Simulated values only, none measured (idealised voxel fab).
Process module under the name voxel trench capacitor
145 nm wide, 5 nm square cells: that's cross-section cut.
Think of the cross-section as a grid of square cells. We describe it in bands, top to bottom, and each band covers one or more rows of those cells. Band: top and bottom heights (nm) first, top before bottom; then materials from left to right, widths in nm. "all across" marks a sole material filling the band edge to edge. "empty" denotes empty space. Basically, 0 is our baseline, since under it the wafer straight out of the box is all one material. The bottom band has no lower end and keeps on going down, so it looks like "0 nm and below". It should be noted that a width expressed as "30..40" varies in equal increments from row to row of cells within the band, taking the value of the first number at the top row and that of the second number at the bottom row. You'll sometimes find "no modification" written for a step, and that's the way of saying that nowhere in the cross-section did a cell change during that step. Look at "Closed void roster" for the closed voids: empty spaces with no open path to the top, sized 8 cells or up. Each is width x height at distance, distance from the left edge, all nm. Read whatever lies past the settings on a step's line as the simulator's own remark about the step. "overlay nm", when on a step's line for a step with a mask, measures how far to the right of its planned place the mask lay; a negative measure means to the left.

LISTED BELOW ARE THE PROCESS STEPS AS PLANNED
1: RECEIVE | material Si
2: CONFORMAL_DEP | material SiN | thk nm 5
3: DIRECTIONAL_DEP | material aC | thk nm 15
4: PATTERN | tone open | mask id TRENCH | material resist | width nm 15 | pitch nm 45 | thk nm 35 | overlay nm 0
5: DIRECTIONAL_ETCH | etch materials aC | depth nm 15
6: STRIP | etch materials resist
7: DIRECTIONAL_ETCH | etch materials SiN | depth nm 5
8: DIRECTIONAL_ETCH | etch materials Si | depth nm 40
9: STRIP | etch materials aC
10: CONFORMAL_DEP | material Al2O3 | thk nm 5
11: FILL_DEP | material polySi | thk nm 10
12: CMP | height nm 5

WAFER AS RECEIVED: CROSS-SECTION FOLLOWING STEP 1
  0 nm and below = Si all across
  Closed void roster: none

CROSS-SECTION, END OF MODULE. START: AS ABOVE. PLAN: AS ABOVE. EXECUTION: ONE MISTAKE
  20 nm to 10 nm = polySi all across
  10 nm to 5 nm = Al2O3 45 | polySi 5 | Al2O3 40 | polySi 5 | Al2O3 50
  5 nm to 0 nm = SiN 40 | Al2O3 5 | polySi 5 | Al2O3 5 | SiN 30 | Al2O3 5 | polySi 5 | Al2O3 5 | SiN 45
  0 nm to -35 nm = Si 40 | Al2O3 5 | polySi 5 | Al2O3 5 | Si 30 | Al2O3 5 | polySi 5 | Al2O3 5 | Si 45
  -35 nm to -40 nm = Si 40 | Al2O3 15 | Si 30 | Al2O3 15 | Si 45
  -40 nm and below = Si all across
  Closed void roster: none
What broke from the plan during processing? yeah, step 12 of the plan got skipped, never ran
